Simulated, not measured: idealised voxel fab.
Herein follows the process module entitled voxel wiring stack.
150 nm wide, 5 nm square cells: that's cross-section cut.
When this document writes out a cross-section, it uses a grid of square cells and lists it as bands, beginning at the top and moving down, with a band standing for one or more rows of cells.
The entry gives the band's vertical extent as a top height and a bottom height in nm, then its horizontal make-up as materials from left to right, each with a width in nm. "air" stands for empty space; a single material marked "everywhere" fills the band edge to edge.
Ref level 0: as-received wafer is one material below here. Bottom band extends down with no lower bound ("0 and below").
A two-number width, for instance "30 to 40", indicates that the width is equal to the first number in the top row of the band and to the second number in the bottom row, and that it changes by a constant amount per row of cells.
It should be understood that the words "nothing changed", when stated for a given step, signify that the cross-section underwent no change in any of its cells during that step.
Internal closed voids: empty space of 8 cells or more with no open way to the top, each as width x height at its distance from the left edge, in nm
Heads up: the bit after the settings on a step's line is the simulator's remark on that step.
"overlay nm", when on a step's line for a step with a mask, measures how far to the right of its planned place the mask lay; a negative measure means to the left.
Note on reading: below, each pair holds a cross-section from before one process step and one from after it; the one from after shows only down to the lowest band that changed. Beneath the pair, the step in between is stated along with its settings. The pairs can stem from different runs of this module on the same starting wafer. Where a pair's entry headed "State before" says so, and only there, that pair continues from the pair above it.

State before
  115 down to 95  SiO2 15 nm, air 25 nm, SiO2 20 nm, air 25 nm, SiO2 20 nm, air 25 nm, SiO2 20 nm
  95 down to 80  SiO2 20 nm, air 15 nm, SiO2 30 nm, air 15 nm, SiO2 30 nm, air 15 nm, SiO2 25 nm
  80 down to 75  SiCN 20 nm, air 15 nm, SiCN 30 nm, air 15 nm, SiCN 30 nm, air 15 nm, SiCN 25 nm
  75 down to 60  lowk 15 nm, TiN 5 nm, Ru 15 nm, TiN 5 nm, lowk 20 nm, TiN 5 nm, Ru 15 nm, TiN 5 nm, lowk 20 nm, TiN 5 nm, Ru 15 nm, TiN 5 nm, lowk 20 nm
  60 down to 55  SiCN 15 nm, TiN 25 nm, SiCN 20 nm, TiN 25 nm, SiCN 20 nm, TiN 25 nm, SiCN 20 nm
  55 down to 40  SiO2 15 nm, TiN 5 nm, Cu 5 nm, TiN 5 nm, SiO2 75 nm, TiN 5 nm, Cu 5 nm, TiN 5 nm, SiO2 30 nm
  40 down to 35  SiCN 15 nm, TiN 15 nm, SiCN 75 nm, TiN 15 nm, SiCN 30 nm
  35 down to 20  lowk 10 nm, SiN 5 nm, Ru 25 nm, SiN 5 nm, lowk 10 nm, SiN 5 nm, Ru 25 nm, SiN 5 nm, lowk 10 nm, SiN 5 nm, Ru 25 nm, SiN 5 nm, lowk 15 nm
  20 down to 15  SiN 15 nm, TiN 25 nm, SiN 20 nm, TiN 25 nm, SiN 20 nm, TiN 25 nm, SiN 20 nm
  15 down to 0  SiO2 everywhere
  0 and below  Si everywhere
  Internal closed voids: none

Sectional View, Post-Process
  120 down to 115  TiN 20 nm, air 15 nm, TiN 30 nm, air 15 nm, TiN 30 nm, air 15 nm, TiN 25 nm
  115 down to 100  SiO2 15 nm, TiN 5 nm, air 15 nm, TiN 5 nm, SiO2 20 nm, TiN 5 nm, air 15 nm, TiN 5 nm, SiO2 20 nm, TiN 5 nm, air 15 nm, TiN 5 nm, SiO2 20 nm
  100 down to 95  SiO2 15 nm, TiN 10 nm, air 5 nm, TiN 10 nm, SiO2 20 nm, TiN 10 nm, air 5 nm, TiN 10 nm, SiO2 20 nm, TiN 10 nm, air 5 nm, TiN 10 nm, SiO2 20 nm
  95 down to 80  SiO2 20 nm, TiN 5 nm, air 5 nm, TiN 5 nm, SiO2 30 nm, TiN 5 nm, air 5 nm, TiN 5 nm, SiO2 30 nm, TiN 5 nm, air 5 nm, TiN 5 nm, SiO2 25 nm
  80 down to 75  SiCN 20 nm, TiN 15 nm, SiCN 30 nm, TiN 15 nm, SiCN 30 nm, TiN 15 nm, SiCN 25 nm
  Heights below 75 show no change.
  Internal closed voids: none
Process step (between the before and after cross-sections above): CONFORMAL_DEP: material TiN, thk nm 5

State before: no separate figure, the pair right above already shows it after its step.

Sectional View, Post-Process
  125 down to 120  Cu everywhere
  120 down to 115  TiN 20 nm, Cu 15 nm, TiN 30 nm, Cu 15 nm, TiN 30 nm, Cu 15 nm, TiN 25 nm
  115 down to 100  SiO2 15 nm, TiN 5 nm, Cu 15 nm, TiN 5 nm, SiO2 20 nm, TiN 5 nm, Cu 15 nm, TiN 5 nm, SiO2 20 nm, TiN 5 nm, Cu 15 nm, TiN 5 nm, SiO2 20 nm
  100 down to 95  SiO2 15 nm, TiN 10 nm, Cu 5 nm, TiN 10 nm, SiO2 20 nm, TiN 10 nm, Cu 5 nm, TiN 10 nm, SiO2 20 nm, TiN 10 nm, Cu 5 nm, TiN 10 nm, SiO2 20 nm
  95 down to 80  SiO2 20 nm, TiN 5 nm, Cu 5 nm, TiN 5 nm, SiO2 30 nm, TiN 5 nm, Cu 5 nm, TiN 5 nm, SiO2 30 nm, TiN 5 nm, Cu 5 nm, TiN 5 nm, SiO2 25 nm
  Heights below 80 show no change.
  Internal closed voids: none
Process step (between the before and after cross-sections above): FILL_DEP: material Cu, thk nm 5

State before: no separate figure, the pair right above already shows it after its step.

Sectional View, Post-Process
  115 down to 100  SiO2 15 nm, TiN 5 nm, Cu 15 nm, TiN 5 nm, SiO2 20 nm, TiN 5 nm, Cu 15 nm, TiN 5 nm, SiO2 20 nm, TiN 5 nm, Cu 15 nm, TiN 5 nm, SiO2 20 nm
  Heights below 100 show no change.
  Internal closed voids: none
Process step (between the before and after cross-sections above): CMP: height nm 115

State before: no separate figure, the pair right above already shows it after its step.

Sectional View, Post-Process
  120 down to 115  SiN everywhere
  Heights below 115 show no change.
  Internal closed voids: none
Process step (between the before and after cross-sections above): CONFORMAL_DEP: material SiN, thk nm 5

State before
  60 down to 55  SiCN everywhere
  55 down to 40  SiO2 15 nm, TiN 5 nm, Cu 5 nm, TiN 5 nm, SiO2 75 nm, TiN 5 nm, Cu 5 nm, TiN 5 nm, SiO2 30 nm
  40 down to 35  SiCN 15 nm, TiN 15 nm, SiCN 75 nm, TiN 15 nm, SiCN 30 nm
  35 down to 20  lowk 10 nm, SiN 5 nm, Ru 25 nm, SiN 5 nm, lowk 10 nm, SiN 5 nm, Ru 25 nm, SiN 5 nm, lowk 10 nm, SiN 5 nm, Ru 25 nm, SiN 5 nm, lowk 15 nm
  20 down to 15  SiN 15 nm, TiN 25 nm, SiN 20 nm, TiN 25 nm, SiN 20 nm, TiN 25 nm, SiN 20 nm
  15 down to 0  SiO2 everywhere
  0 and below  Si everywhere
  Internal closed voids: none

Sectional View, Post-Process
  75 down to 60  Ru everywhere
  Heights below 60 show no change.
  Internal closed voids: none
Process step (between the before and after cross-sections above): DIRECTIONAL_DEP: material Ru, thk nm 15

State before: no separate figure, the pair right above already shows it after its step.

Sectional View, Post-Process
  90 down to 75  aC everywhere
  Heights below 75 show no change.
  Internal closed voids: none
Process step (between the before and after cross-sections above): DIRECTIONAL_DEP: material aC, thk nm 15

State before: no separate figure, the pair right above already shows it after its step.

Sectional View, Post-Process
  120 down to 90  resist 15 nm, air 25 nm, resist 20 nm, air 25 nm, resist 20 nm, air 25 nm, resist 20 nm
  Heights below 90 show no change.
  Internal closed voids: none
Process step (between the before and after cross-sections above): PATTERN: tone open, mask id METAL_2, material resist, width nm 25, pitch nm 45, thk nm 30, overlay nm 0

State before: no separate figure, the pair right above already shows it after its step.

Sectional View, Post-Process
  105 down to 90  resist 15 nm, air 25 nm, resist 20 nm, air 25 nm, resist 20 nm, air 25 nm, resist 20 nm
  90 down to 75  aC 15 nm, air 25 nm, aC 20 nm, air 25 nm, aC 20 nm, air 25 nm, aC 20 nm
  Heights below 75 show no change.
  Internal closed voids: none
Process step (between the before and after cross-sections above): DIRECTIONAL_ETCH: etch materials aC, depth nm 15

State before: no separate figure, the pair right above already shows it after its step.

Sectional View, Post-Process
  90 down to 75  aC 15 nm, air 25 nm, aC 20 nm, air 25 nm, aC 20 nm, air 25 nm, aC 20 nm
  Heights below 75 show no change.
  Internal closed voids: none
Process step (between the before and after cross-sections above): STRIP: etch materials resist

State before: no separate figure, the pair right above already shows it after its step.

Sectional View, Post-Process
  75 down to 60  Ru everywhere
  Heights below 60 show no change.
  Internal closed voids: none
Process step (between the before and after cross-sections above): STRIP: etch materials aC

State before: no separate figure, the pair right above already shows it after its step.

Sectional View, Post-Process
  80 down to 75  TiN everywhere
  Heights below 75 show no change.
  Internal closed voids: none
Process step (between the before and after cross-sections above): CONFORMAL_DEP: material TiN, thk nm 5

State before: no separate figure, the pair right above already shows it after its step.

Sectional View, Post-Process
  90 down to 80  Ru everywhere
  Heights below 80 show no change.
  Internal closed voids: none
Process step (between the before and after cross-sections above): FILL_DEP: material Ru, thk nm 10

State before: no separate figure, the pair right above already shows it after its step.

Sectional View, Post-Process
  75 down to 60  Ru everywhere
  Heights below 60 show no change.
  Internal closed voids: none
Process step (between the before and after cross-sections above): CMP: height nm 75

State before: no separate figure, the pair right above already shows it after its step.

Sectional View, Post-Process
  80 down to 75  SiCN everywhere
  Heights below 75 show no change.
  Internal closed voids: none
Process step (between the before and after cross-sections above): CONFORMAL_DEP: material SiCN, thk nm 5

State before: no separate figure, the pair right above already shows it after its step.

Sectional View, Post-Process
  115 down to 80  SiO2 everywhere
  Heights below 80 show no change.
  Internal closed voids: none
Process step (between the before and after cross-sections above): DIRECTIONAL_DEP: material SiO2, thk nm 35

State before: no separate figure, the pair right above already shows it after its step.

Sectional View, Post-Process
  115 down to 80  SiO2 15 nm, air 15 nm, SiO2 30 nm, air 15 nm, SiO2 30 nm, air 15 nm, SiO2 30 nm
  Heights below 80 show no change.
  Internal closed voids: none
Process step (between the before and after cross-sections above): MASKED_ETCH: tone open, mask id METAL_3_HOLES, width nm 15, pitch nm 45, etch materials SiO2, depth nm 35, overlay nm 0

State before: no separate figure, the pair right above already shows it after its step.

Sectional View, Post-Process
  130 down to 115  resist 15 nm, air 25 nm, resist 20 nm, air 25 nm, resist 20 nm, air 25 nm, resist 20 nm
  Heights below 115 show no change.
  Internal closed voids: none
Process step (between the before and after cross-sections above): PATTERN: tone open, mask id METAL_3, material resist, width nm 25, pitch nm 45, thk nm 15, overlay nm 0

State before: no separate figure, the pair right above already shows it after its step.

Sectional View, Post-Process
  130 down to 115  resist 15 nm, air 25 nm, resist 20 nm, air 25 nm, resist 20 nm, air 25 nm, resist 20 nm
  115 down to 95  SiO2 15 nm, air 25 nm, SiO2 20 nm, air 25 nm, SiO2 20 nm, air 25 nm, SiO2 20 nm
  Heights below 95 show no change.
  Internal closed voids: none
Process step (between the before and after cross-sections above): DIRECTIONAL_ETCH: etch materials SiO2, depth nm 20

State before: no separate figure, the pair right above already shows it after its step.

Sectional View, Post-Process
  130 down to 115  resist 15 nm, air 25 nm, resist 20 nm, air 25 nm, resist 20 nm, air 25 nm, resist 20 nm
  115 down to 95  SiO2 15 nm, air 25 nm, SiO2 20 nm, air 25 nm, SiO2 20 nm, air 25 nm, SiO2 20 nm
  95 down to 80  SiO2 15 nm, air 15 nm, SiO2 30 nm, air 15 nm, SiO2 30 nm, air 15 nm, SiO2 30 nm
  80 down to 75  SiCN 15 nm, air 15 nm, SiCN 30 nm, air 15 nm, SiCN 30 nm, air 15 nm, SiCN 30 nm
  Heights below 75 show no change.
  Internal closed voids: none
Process step (between the before and after cross-sections above): DIRECTIONAL_ETCH: etch materials SiCN, depth nm 5

State before: no separate figure, the pair right above already shows it after its step.

Sectional View, Post-Process
  115 down to 95  SiO2 15 nm, air 25 nm, SiO2 20 nm, air 25 nm, SiO2 20 nm, air 25 nm, SiO2 20 nm
  Heights below 95 show no change.
  Internal closed voids: none
Process step (between the before and after cross-sections above): STRIP: etch materials resist

State before: no separate figure, the pair right above already shows it after its step.

Sectional View, Post-Process
  120 down to 115  TiN 20 nm, air 15 nm, TiN 30 nm, air 15 nm, TiN 30 nm, air 15 nm, TiN 25 nm
  115 down to 100  SiO2 15 nm, TiN 5 nm, air 15 nm, TiN 5 nm, SiO2 20 nm, TiN 5 nm, air 15 nm, TiN 5 nm, SiO2 20 nm, TiN 5 nm, air 15 nm, TiN 5 nm, SiO2 20 nm
  100 down to 95  SiO2 15 nm, TiN 5 nm, air 5 nm, TiN 15 nm, SiO2 20 nm, TiN 5 nm, air 5 nm, TiN 15 nm, SiO2 20 nm, TiN 5 nm, air 5 nm, TiN 15 nm, SiO2 20 nm
  95 down to 80  SiO2 15 nm, TiN 5 nm, air 5 nm, TiN 5 nm, SiO2 30 nm, TiN 5 nm, air 5 nm, TiN 5 nm, SiO2 30 nm, TiN 5 nm, air 5 nm, TiN 5 nm, SiO2 30 nm
  80 down to 75  SiCN 15 nm, TiN 15 nm, SiCN 30 nm, TiN 15 nm, SiCN 30 nm, TiN 15 nm, SiCN 30 nm
  Heights below 75 show no change.
  Internal closed voids: none
Process step (between the before and after cross-sections above): CONFORMAL_DEP: material TiN, thk nm 5

State before: no separate figure, the pair right above already shows it after its step.

Sectional View, Post-Process
  125 down to 120  Cu everywhere
  120 down to 115  TiN 20 nm, Cu 15 nm, TiN 30 nm, Cu 15 nm, TiN 30 nm, Cu 15 nm, TiN 25 nm
  115 down to 100  SiO2 15 nm, TiN 5 nm, Cu 15 nm, TiN 5 nm, SiO2 20 nm, TiN 5 nm, Cu 15 nm, TiN 5 nm, SiO2 20 nm, TiN 5 nm, Cu 15 nm, TiN 5 nm, SiO2 20 nm
  100 down to 95  SiO2 15 nm, TiN 5 nm, Cu 5 nm, TiN 15 nm, SiO2 20 nm, TiN 5 nm, Cu 5 nm, TiN 15 nm, SiO2 20 nm, TiN 5 nm, Cu 5 nm, TiN 15 nm, SiO2 20 nm
  95 down to 80  SiO2 15 nm, TiN 5 nm, Cu 5 nm, TiN 5 nm, SiO2 30 nm, TiN 5 nm, Cu 5 nm, TiN 5 nm, SiO2 30 nm, TiN 5 nm, Cu 5 nm, TiN 5 nm, SiO2 30 nm
  Heights below 80 show no change.
  Internal closed voids: none
Process step (between the before and after cross-sections above): FILL_DEP: material Cu, thk nm 5

State before: no separate figure, the pair right above already shows it after its step.

Sectional View, Post-Process
  115 down to 100  SiO2 15 nm, TiN 5 nm, Cu 15 nm, TiN 5 nm, SiO2 20 nm, TiN 5 nm, Cu 15 nm, TiN 5 nm, SiO2 20 nm, TiN 5 nm, Cu 15 nm, TiN 5 nm, SiO2 20 nm
  Heights below 100 show no change.
  Internal closed voids: none
Process step (between the before and after cross-sections above): CMP: height nm 115

State before: no separate figure, the pair right above already shows it after its step.

Sectional View, Post-Process
  120 down to 115  SiN everywhere
  Heights below 115 show no change.
  Internal closed voids: none
Process step (between the before and after cross-sections above): CONFORMAL_DEP: material SiN, thk nm 5

State before
  90 down to 75  aC everywhere
  75 down to 60  lowk everywhere
  60 down to 55  SiCN everywhere
  55 down to 40  SiO2 15 nm, TiN 5 nm, Cu 5 nm, TiN 5 nm, SiO2 75 nm, TiN 5 nm, Cu 5 nm, TiN 5 nm, SiO2 30 nm
  40 down to 35  SiCN 15 nm, TiN 15 nm, SiCN 75 nm, TiN 15 nm, SiCN 30 nm
  35 down to 20  lowk 10 nm, SiN 5 nm, Ru 25 nm, SiN 5 nm, lowk 10 nm, SiN 5 nm, Ru 25 nm, SiN 5 nm, lowk 10 nm, SiN 5 nm, Ru 25 nm, SiN 5 nm, lowk 15 nm
  20 down to 15  SiN 15 nm, TiN 25 nm, SiN 20 nm, TiN 25 nm, SiN 20 nm, TiN 25 nm, SiN 20 nm
  15 down to 0  SiO2 everywhere
  0 and below  Si everywhere
  Internal closed voids: none

Sectional View, Post-Process
  120 down to 90  air 15 nm, resist 25 nm, air 20 nm, resist 25 nm, air 20 nm, resist 25 nm, air 20 nm
  Heights below 90 show no change.
  Internal closed voids: none
Process step (between the before and after cross-sections above): PATTERN: tone cover, mask id METAL_2, material resist, width nm 25, pitch nm 45, thk nm 30, overlay nm 0

State before: no separate figure, the pair right above already shows it after its step.

Sectional View, Post-Process
  105 down to 90  air 15 nm, resist 25 nm, air 20 nm, resist 25 nm, air 20 nm, resist 25 nm, air 20 nm
  90 down to 75  air 15 nm, aC 25 nm, air 20 nm, aC 25 nm, air 20 nm, aC 25 nm, air 20 nm
  Heights below 75 show no change.
  Internal closed voids: none
Process step (between the before and after cross-sections above): DIRECTIONAL_ETCH: etch materials aC, depth nm 15

State before: no separate figure, the pair right above already shows it after its step.

Sectional View, Post-Process
  90 down to 75  air 15 nm, aC 25 nm, air 20 nm, aC 25 nm, air 20 nm, aC 25 nm, air 20 nm
  Heights below 75 show no change.
  Internal closed voids: none
Process step (between the before and after cross-sections above): STRIP: etch materials resist

State before: no separate figure, the pair right above already shows it after its step.

Sectional View, Post-Process
  90 down to 75  air 15 nm, aC 25 nm, air 20 nm, aC 25 nm, air 20 nm, aC 25 nm, air 20 nm
  75 down to 60  air 15 nm, lowk 25 nm, air 20 nm, lowk 25 nm, air 20 nm, lowk 25 nm, air 20 nm
  Heights below 60 show no change.
  Internal closed voids: none
Process step (between the before and after cross-sections above): DIRECTIONAL_ETCH: etch materials lowk, depth nm 15

State before: no separate figure, the pair right above already shows it after its step.

Sectional View, Post-Process
  90 down to 75  air 15 nm, aC 25 nm, air 20 nm, aC 25 nm, air 20 nm, aC 25 nm, air 20 nm
  75 down to 60  air 15 nm, lowk 25 nm, air 20 nm, lowk 25 nm, air 20 nm, lowk 25 nm, air 20 nm
  60 down to 55  air 15 nm, SiCN 25 nm, air 20 nm, SiCN 25 nm, air 20 nm, SiCN 25 nm, air 20 nm
  Heights below 55 show no change.
  Internal closed voids: none
Process step (between the before and after cross-sections above): DIRECTIONAL_ETCH: etch materials SiCN, depth nm 5

State before: no separate figure, the pair right above already shows it after its step.

Sectional View, Post-Process
  75 down to 60  air 15 nm, lowk 25 nm, air 20 nm, lowk 25 nm, air 20 nm, lowk 25 nm, air 20 nm
  Heights below 60 show no change.
  Internal closed voids: none
Process step (between the before and after cross-sections above): STRIP: etch materials aC

State before: no separate figure, the pair right above already shows it after its step.

Sectional View, Post-Process
  80 down to 75  air 10 nm, TiN 35 nm, air 10 nm, TiN 35 nm, air 10 nm, TiN 35 nm, air 15 nm
  75 down to 60  air 10 nm, TiN 5 nm, lowk 25 nm, TiN 5 nm, air 10 nm, TiN 5 nm, lowk 25 nm, TiN 5 nm, air 10 nm, TiN 5 nm, lowk 25 nm, TiN 5 nm, air 15 nm
  60 down to 55  TiN 15 nm, SiCN 25 nm, TiN 20 nm, SiCN 25 nm, TiN 20 nm, SiCN 25 nm, TiN 20 nm
  Heights below 55 show no change.
  Internal closed voids: none
Process step (between the before and after cross-sections above): CONFORMAL_DEP: material TiN, thk nm 5

State before: no separate figure, the pair right above already shows it after its step.

Sectional View, Post-Process
  90 down to 80  Ru everywhere
  80 down to 75  Ru 10 nm, TiN 35 nm, Ru 10 nm, TiN 35 nm, Ru 10 nm, TiN 35 nm, Ru 15 nm
  75 down to 60  Ru 10 nm, TiN 5 nm, lowk 25 nm, TiN 5 nm, Ru 10 nm, TiN 5 nm, lowk 25 nm, TiN 5 nm, Ru 10 nm, TiN 5 nm, lowk 25 nm, TiN 5 nm, Ru 15 nm
  Heights below 60 show no change.
  Internal closed voids: none
Process step (between the before and after cross-sections above): FILL_DEP: material Ru, thk nm 10

State before: no separate figure, the pair right above already shows it after its step.

Sectional View, Post-Process
  75 down to 60  Ru 10 nm, TiN 5 nm, lowk 25 nm, TiN 5 nm, Ru 10 nm, TiN 5 nm, lowk 25 nm, TiN 5 nm, Ru 10 nm, TiN 5 nm, lowk 25 nm, TiN 5 nm, Ru 15 nm
  Heights below 60 show no change.
  Internal closed voids: none
Process step (between the before and after cross-sections above): CMP: height nm 75

State before: no separate figure, the pair right above already shows it after its step.

Sectional View, Post-Process
  80 down to 75  SiCN everywhere
  Heights below 75 show no change.
  Internal closed voids: none
Process step (between the before and after cross-sections above): CONFORMAL_DEP: material SiCN, thk nm 5

State before: no separate figure, the pair right above already shows it after its step.

Sectional View, Post-Process
  115 down to 80  SiO2 everywhere
  Heights below 80 show no change.
  Internal closed voids: none
Process step (between the before and after cross-sections above): DIRECTIONAL_DEP: material SiO2, thk nm 35

State before: no separate figure, the pair right above already shows it after its step.

Sectional View, Post-Process
  115 down to 80  SiO2 15 nm, air 15 nm, SiO2 30 nm, air 15 nm, SiO2 30 nm, air 15 nm, SiO2 30 nm
  Heights below 80 show no change.
  Internal closed voids: none
Process step (between the before and after cross-sections above): MASKED_ETCH: tone open, mask id METAL_3_HOLES, width nm 15, pitch nm 45, etch materials SiO2, depth nm 35, overlay nm 0

State before: no separate figure, the pair right above already shows it after its step.

Sectional View, Post-Process
  130 down to 115  resist 15 nm, air 25 nm, resist 20 nm, air 25 nm, resist 20 nm, air 25 nm, resist 20 nm
  Heights below 115 show no change.
  Internal closed voids: none
Process step (between the before and after cross-sections above): PATTERN: tone open, mask id METAL_3, material resist, width nm 25, pitch nm 45, thk nm 15, overlay nm 0

State before: no separate figure, the pair right above already shows it after its step.

Sectional View, Post-Process
  130 down to 115  resist 15 nm, air 25 nm, resist 20 nm, air 25 nm, resist 20 nm, air 25 nm, resist 20 nm
  115 down to 95  SiO2 15 nm, air 25 nm, SiO2 20 nm, air 25 nm, SiO2 20 nm, air 25 nm, SiO2 20 nm
  Heights below 95 show no change.
  Internal closed voids: none
Process step (between the before and after cross-sections above): DIRECTIONAL_ETCH: etch materials SiO2, depth nm 20

State before: no separate figure, the pair right above already shows it after its step.

Sectional View, Post-Process
  130 down to 115  resist 15 nm, air 25 nm, resist 20 nm, air 25 nm, resist 20 nm, air 25 nm, resist 20 nm
  115 down to 95  SiO2 15 nm, air 25 nm, SiO2 20 nm, air 25 nm, SiO2 20 nm, air 25 nm, SiO2 20 nm
  95 down to 80  SiO2 15 nm, air 15 nm, SiO2 30 nm, air 15 nm, SiO2 30 nm, air 15 nm, SiO2 30 nm
  80 down to 75  SiCN 15 nm, air 15 nm, SiCN 30 nm, air 15 nm, SiCN 30 nm, air 15 nm, SiCN 30 nm
  Heights below 75 show no change.
  Internal closed voids: none
Process step (between the before and after cross-sections above): DIRECTIONAL_ETCH: etch materials SiCN, depth nm 5

State before: no separate figure, the pair right above already shows it after its step.

Sectional View, Post-Process
  115 down to 95  SiO2 15 nm, air 25 nm, SiO2 20 nm, air 25 nm, SiO2 20 nm, air 25 nm, SiO2 20 nm
  Heights below 95 show no change.
  Internal closed voids: none
Process step (between the before and after cross-sections above): STRIP: etch materials resist

State before: no separate figure, the pair right above already shows it after its step.

Sectional View, Post-Process
  120 down to 115  TiN 20 nm, air 15 nm, TiN 30 nm, air 15 nm, TiN 30 nm, air 15 nm, TiN 25 nm
  115 down to 100  SiO2 15 nm, TiN 5 nm, air 15 nm, TiN 5 nm, SiO2 20 nm, TiN 5 nm, air 15 nm, TiN 5 nm, SiO2 20 nm, TiN 5 nm, air 15 nm, TiN 5 nm, SiO2 20 nm
  100 down to 95  SiO2 15 nm, TiN 5 nm, air 5 nm, TiN 15 nm, SiO2 20 nm, TiN 5 nm, air 5 nm, TiN 15 nm, SiO2 20 nm, TiN 5 nm, air 5 nm, TiN 15 nm, SiO2 20 nm
  95 down to 80  SiO2 15 nm, TiN 5 nm, air 5 nm, TiN 5 nm, SiO2 30 nm, TiN 5 nm, air 5 nm, TiN 5 nm, SiO2 30 nm, TiN 5 nm, air 5 nm, TiN 5 nm, SiO2 30 nm
  80 down to 75  SiCN 15 nm, TiN 15 nm, SiCN 30 nm, TiN 15 nm, SiCN 30 nm, TiN 15 nm, SiCN 30 nm
  Heights below 75 show no change.
  Internal closed voids: none
Process step (between the before and after cross-sections above): CONFORMAL_DEP: material TiN, thk nm 5

State before: no separate figure, the pair right above already shows it after its step.

Sectional View, Post-Process
  125 down to 120  Cu everywhere
  120 down to 115  TiN 20 nm, Cu 15 nm, TiN 30 nm, Cu 15 nm, TiN 30 nm, Cu 15 nm, TiN 25 nm
  115 down to 100  SiO2 15 nm, TiN 5 nm, Cu 15 nm, TiN 5 nm, SiO2 20 nm, TiN 5 nm, Cu 15 nm, TiN 5 nm, SiO2 20 nm, TiN 5 nm, Cu 15 nm, TiN 5 nm, SiO2 20 nm
  100 down to 95  SiO2 15 nm, TiN 5 nm, Cu 5 nm, TiN 15 nm, SiO2 20 nm, TiN 5 nm, Cu 5 nm, TiN 15 nm, SiO2 20 nm, TiN 5 nm, Cu 5 nm, TiN 15 nm, SiO2 20 nm
  95 down to 80  SiO2 15 nm, TiN 5 nm, Cu 5 nm, TiN 5 nm, SiO2 30 nm, TiN 5 nm, Cu 5 nm, TiN 5 nm, SiO2 30 nm, TiN 5 nm, Cu 5 nm, TiN 5 nm, SiO2 30 nm
  Heights below 80 show no change.
  Internal closed voids: none
Process step (between the before and after cross-sections above): FILL_DEP: material Cu, thk nm 5

State before: no separate figure, the pair right above already shows it after its step.

Sectional View, Post-Process
  115 down to 100  SiO2 15 nm, TiN 5 nm, Cu 15 nm, TiN 5 nm, SiO2 20 nm, TiN 5 nm, Cu 15 nm, TiN 5 nm, SiO2 20 nm, TiN 5 nm, Cu 15 nm, TiN 5 nm, SiO2 20 nm
  Heights below 100 show no change.
  Internal closed voids: none
Process step (between the before and after cross-sections above): CMP: height nm 115

State before: no separate figure, the pair right above already shows it after its step.

Sectional View, Post-Process
  120 down to 115  SiN everywhere
  Heights below 115 show no change.
  Internal closed voids: none
Process step (between the before and after cross-sections above): CONFORMAL_DEP: material SiN, thk nm 5
